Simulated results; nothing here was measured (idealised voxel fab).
process module | voxel released beams
cross-section cut | 145 nm wide | cells 5 nm
A cross-section is a grid of square cells, given in bands from the top down. A band is one or more rows of cells.
Each band's line starts with the height of the band's top and of its bottom, in nm. Then come its materials from left to right, each with its width in nm. One material with "throughout" fills the band from edge to edge. "air" is empty space.
Height 0 is the level under which the wafer as received is all one material. The lowest band goes on downwards, as in "0 down".
A width such as "30 to 40" changes by the same amount from each row of cells to the next, from the band's top row to its bottom row.
"no change" after a step means that no cell of the cross-section changed.
closed voids: empty space of 8 cells or more with no open way to the top, each as width x height at its distance from the left edge, in nm
after a step's settings: what the simulator itself notes on the step
overlay nm, on a step with a mask: how far to the right of its planned place the mask lay; to the left if negative
plan
1 op RECEIVE | material Si
2 op CONFORMAL_DEP | material SiN | thk nm 10
3 op DIRECTIONAL_DEP | material SiO2 | thk nm 10
4 op DIRECTIONAL_DEP | material aC | thk nm 10
5 op PATTERN | tone open | mask id ANCHOR | material resist | width nm 20 | thk nm 30 | overlay nm 0
6 op DIRECTIONAL_ETCH | etch materials aC | depth nm 10
7 op STRIP | etch materials resist
8 op DIRECTIONAL_ETCH | etch materials SiO2 | depth nm 10
9 op STRIP | etch materials aC
10 op CONFORMAL_DEP | material TiN | thk nm 10
11 op DIRECTIONAL_DEP | material aC | thk nm 15
12 op PATTERN | tone cover | mask id BEAM | material resist | width nm 90 | thk nm 35 | overlay nm 0
13 op DIRECTIONAL_ETCH | etch materials aC | depth nm 15
14 op STRIP | etch materials resist
15 op DIRECTIONAL_ETCH | etch materials TiN | depth nm 10
16 op STRIP | etch materials aC
17 op STRIP | etch materials SiO2
varied across the wafers: width nm of step 5. The plan shows the first wafer's value. All wafers start alike
first wafer as received, after step 1
  0 down: Si throughout
  closed voids: none
each wafer at the end: cells of each material gained (+) or lost (-) since it was received, then its closed voids
width nm 20 | +58 SiN | +44 TiN | closed voids: none
width nm 25 | +58 SiN | +44 TiN | closed voids: none
width nm 30 | +58 SiN | +44 TiN | closed voids: none
width nm 35 | +58 SiN | +44 TiN | closed voids: none
width nm 40 | +58 SiN | +44 TiN | closed voids: none
width nm 45 | +58 SiN | +44 TiN | closed voids: none
